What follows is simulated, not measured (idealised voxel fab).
process module | voxel self aligned contacts
cross-section cut | 240 nm wide | cells 5 nm
A cross-section is a grid of square cells, given in bands from the top down. A band is one or more rows of cells.
Each band's line starts with the height of the band's top and of its bottom, in nm. Then come its materials from left to right, each with its width in nm. One material with "throughout" fills the band from edge to edge. "air" is empty space.
Height 0 is the level under which the wafer as received is all one material. The lowest band goes on downwards, as in "0 down".
A width such as "30 to 40" changes by the same amount from each row of cells to the next, from the band's top row to its bottom row.
"no change" after a step means that no cell of the cross-section changed.
closed voids: empty space of 8 cells or more with no open way to the top, each as width x height at its distance from the left edge, in nm
after a step's settings: what the simulator itself notes on the step
overlay nm, on a step with a mask: how far to the right of its planned place the mask lay; to the left if negative
plan
1 op RECEIVE | material Si
2 op OXIDIZE | depth nm 5
3 op DIRECTIONAL_DEP | material polySi | thk nm 30
4 op DIRECTIONAL_DEP | material SiN | thk nm 20
5 op PATTERN | tone cover | mask id GATE | material resist | width nm 25 | pitch nm 70 | thk nm 20 | overlay nm 0
6 op DIRECTIONAL_ETCH | etch materials SiN | depth nm 20
7 op DIRECTIONAL_ETCH | etch materials polySi | depth nm 30
8 op STRIP | etch materials resist
9 op CONFORMAL_DEP | material SiN | thk nm 10
10 op DIRECTIONAL_ETCH | etch materials SiN | depth nm 10
11 op FILL_DEP | material SiO2 | thk nm 10
12 op CMP | height nm 55
13 op PATTERN | tone open | mask id CONTACT | material resist | width nm 55 | thk nm 15 | overlay nm 0
14 op DIRECTIONAL_ETCH | etch materials SiO2 | depth nm 60
15 op STRIP | etch materials resist
16 op CONFORMAL_DEP | material TiN | thk nm 5
17 op FILL_DEP | material W | thk nm 10
18 op CMP | height nm 55
19 op CONFORMAL_DEP | material SiCN | thk nm 5
as received, after step 1
  0 down: Si throughout
  closed voids: none
first wafer at the end, as planned
  60 to 55: SiCN throughout
  55 to 50: SiO2 90 | TiN 20 | W 15 | TiN 20 | SiO2 95
  50 to 30: SiO2 60 | SiN 45 | TiN 5 | W 15 | TiN 5 | SiN 45 | SiO2 65
  30 to 0: SiO2 60 | SiN 10 | polySi 25 | SiN 10 | TiN 5 | W 15 | TiN 5 | SiN 10 | polySi 25 | SiN 10 | SiO2 65
  0 to -5: SiO2 105 | TiN 25 | SiO2 110
  -5 down: Si throughout
  closed voids: none
second wafer at the end: like start, like plan, one mistake
  60 to 55: SiCN throughout
  55 to 50: SiO2 60 | SiN 45 | TiN 25 | SiN 45 | SiO2 65
  50 to 30: SiN throughout
  30 to 0: polySi throughout
  0 to -5: SiO2 throughout
  -5 down: Si throughout
  closed voids: none
what went wrong: step 4 was run twice
at the end the second wafer has, in cells: 90 more of SiN | 257 fewer of SiO2 | 28 fewer of TiN | 33 fewer of W | 228 more of polySi
